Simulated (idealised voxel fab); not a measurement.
Name of the process module below: voxel self aligned vias
Displayed cross-section: cut, width of 300 nm, square cells sized 5 nm.
If you're reading a cross-section in this doc, picture square cells in a grid; it comes to you as bands, top ones listed first down to the bottom, and a band can be one or more rows of cells.
Per band: top height and bottom height in nm, followed by the left-to-right materials and their widths in nm; "full width" marks a single material spanning edge to edge, "empty" marks empty space.
Heights are reckoned from 0. Under this level, the received wafer is all of one material. The bottommost band is open-ended downward, for example "0 down".
Width: "30..40" (first number = top row, second number = bottom row, same change from row to row of cells).
"nothing changed" -> step changed no cross-section cell.
The label "Sealed internal cavities" introduces a list of the empty spaces, 8 cells or larger, that have no open way up to the top; each entry in it reads width x height at distance, where the distance is taken from the left edge and all three are stated in nm.
Where a step's line continues beyond its settings, the continuation is a remark by the simulator itself on that step.
overlay nm: mask right of planned place by this much (step with mask). Neg. = left.
**So here's the lineup of process steps we planned**
| 1 | RECEIVE (material Si) |
| 2 | CONFORMAL_DEP (material SiO2; thk nm 15) |
| 3 | CONFORMAL_DEP (material SiCN; thk nm 5) |
| 4 | DIRECTIONAL_DEP (material SiO2; thk nm 30) |
| 5 | MASKED_ETCH (tone open; mask id LINES; width nm 30; pitch nm 55; etch materials SiO2; depth nm 30; overlay nm 0) |
| 6 | CONFORMAL_DEP (material TiN; thk nm 5) |
| 7 | FILL_DEP (material Ru; thk nm 10) |
| 8 | CMP (height nm 50) |
| 9 | SELECTIVE_ETCH (etch materials W Ru TiN; depth nm 10) |
| 10 | FILL_DEP (material SiN; thk nm 5) |
| 11 | CMP (height nm 50) |
| 12 | DIRECTIONAL_DEP (material SiO2; thk nm 15) |
| 13 | PATTERN (tone open; mask id VIAS; material resist; width nm 40; pitch nm 110; thk nm 20; overlay nm 0) |
| 14 | DIRECTIONAL_ETCH (etch materials SiO2; depth nm 15) |
| 15 | DIRECTIONAL_ETCH (etch materials SiN; depth nm 10) |
| 16 | STRIP (etch materials resist) |
| 17 | CONFORMAL_DEP (material TiN; thk nm 5) |
| 18 | FILL_DEP (material Cu; thk nm 5) |
| 19 | CMP (height nm 65) |
| 20 | CONFORMAL_DEP (material SiN; thk nm 5) |
**Wafer cross-section on receipt, i.e. after step 1**
  0 down = Si full width
  Sealed internal cavities: none
**Cross-section: first of two wafers, module finished, run according to plan**
  70 to 65 = SiN full width
  65 to 55 = SiO2 75  TiN 5  Cu 30  TiN 5  SiO2 70  TiN 5  Cu 30  TiN 5  SiO2 75
  55 to 50 = SiO2 75  TiN 10  Cu 20  TiN 10  SiO2 70  TiN 10  Cu 20  TiN 10  SiO2 75
  50 to 45 = SiO2 80  TiN 5  Cu 20  TiN 5  SiO2 25  SiN 30  SiO2 25  TiN 5  Cu 20  TiN 5  SiO2 80
  45 to 40 = SiO2 80  TiN 30  SiO2 25  SiN 30  SiO2 25  TiN 30  SiO2 80
  40 to 25 = SiO2 80  TiN 5  Ru 20  TiN 5  SiO2 25  TiN 5  Ru 20  TiN 5  SiO2 25  TiN 5  Ru 20  TiN 5  SiO2 80
  25 to 20 = SiO2 80  TiN 30  SiO2 25  TiN 30  SiO2 25  TiN 30  SiO2 80
  20 to 15 = SiCN full width
  15 to 0 = SiO2 full width
  0 down = Si full width
  Sealed internal cavities: none
**Same start, same plan as the first wafer - but one mistake in the run. Cross-section of the second of the two at the end of the module**
  70 to 65 = SiN full width
  65 to 55 = SiO2 75  TiN 5  Cu 30  TiN 5  SiO2 70  TiN 5  Cu 30  TiN 5  SiO2 75
  55 to 50 = SiO2 75  TiN 40  SiO2 70  TiN 40  SiO2 75
  50 to 40 = SiN 75  TiN 5  SiO2 30  TiN 5  SiN 20  SiO2 30  SiN 20  TiN 5  SiO2 30  TiN 5  SiN 75
  40 to 25 = Ru 75  TiN 5  SiO2 30  TiN 5  Ru 15  TiN 5  SiO2 30  TiN 5  Ru 15  TiN 5  SiO2 30  TiN 5  Ru 75
  25 to 20 = TiN 80  SiO2 30  TiN 25  SiO2 30  TiN 25  SiO2 30  TiN 80
  20 to 15 = SiCN full width
  15 to 0 = SiO2 full width
  0 down = Si full width
  Sealed internal cavities: none
Against the plan, the run slipped here: step 5, actual vs plan mismatch, actual run MASKED_ETCH (tone cover; mask id LINES; width nm 30; pitch nm 55; etch materials SiO2; depth nm 30; overlay nm 0)
Upon completion, the second wafer contains, in terms of cells, a greater or smaller amount of certain materials than the first wafer: -16 Cu, +72 Ru, +64 SiN, -144 SiO2, +24 TiN
